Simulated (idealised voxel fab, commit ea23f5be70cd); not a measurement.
This section sets out a process module, namely voxel fin reveal.
For reference, the cross-section in this document is cut, with width 185 nm and square cells of 5 nm.
Cross-section = grid of square cells, listed top down in bands; band = one or more rows. What a band's entry tells you: where the top is and where the bottom is, as heights in nm, and after that what lies inside, material by material from left to right, each with its width in nm. Empty space is written as the word "blank", and a single material marked with the word "all across" occupies the band from edge to edge. Note: height 0 marks the level under which the wafer is uniformly one material as received. Lowest band unbounded below, written "top 0, no bottom". Note: "30 to 40" means the width goes from the first number (top row of the band) to the second number (bottom row) in equal steps per row of cells. Step note "remained the same" = no cross-section cell changed. In the "Fully enclosed voids" entry, you get each enclosed empty space of 8 cells or more, one with no open way to the top, written width x height at distance, distance from the left edge, in nm. That trailing text on a step's line, after the settings, is the simulator's own remark on the step. overlay nm: mask offset rightward from planned place, masked step; negative means leftward offset.
Process steps - plan:
1,RECEIVE,material Si
2,CONFORMAL_DEP,material SiN,thk nm 10
3,PATTERN,tone cover,mask id FINS,material resist,width nm 15,pitch nm 40,thk nm 20,overlay nm 0
4,DIRECTIONAL_ETCH,etch materials SiN,depth nm 10
5,DIRECTIONAL_ETCH,etch materials Si,depth nm 35
6,STRIP,etch materials resist
7,OXIDIZE,depth nm 5
8,FILL_DEP,material SiO2,thk nm 10
9,CMP,height nm 10
10,SELECTIVE_ETCH,etch materials SiO2,depth nm 30
11,STRIP,etch materials SiN
12,CONFORMAL_DEP,material HfO2,thk nm 5
Cross-section of the incoming wafer, state after step 1:
> top 0, no bottom  Si all across
> Fully enclosed voids: none
Cross-section taken at module completion on the first of two wafers; processed per the plan:
> top 5, bottom 0  blank=65 / HfO2=15 / blank=25 / HfO2=15 / blank=65
> top 0, bottom -15  blank=65 / HfO2=5 / Si=5 / HfO2=5 / blank=25 / HfO2=5 / Si=5 / HfO2=5 / blank=65
> top -15, bottom -20  HfO2=70 / Si=5 / HfO2=35 / Si=5 / HfO2=70
> top -20, bottom -40  SiO2=70 / Si=5 / SiO2=35 / Si=5 / SiO2=70
> top -40, no bottom  Si all across
> Fully enclosed voids: none
Now the second wafer, cross-sectioned at the end of the module. Nothing different at the start, nothing different in the plan compared with the first, just one mistake when it was actually run:
> top 0, bottom -20  blank=70 / Si=5 / blank=35 / Si=5 / blank=70
> top -20, bottom -40  SiO2=70 / Si=5 / SiO2=35 / Si=5 / SiO2=70
> top -40, no bottom  Si all across
> Fully enclosed voids: none
Which mistake was made when the wafer was run? heads up, step 12 of the plan was skipped and never actually ran
Final cells, second wafer relative to first, materials higher or lower: HfO2: 53 fewer
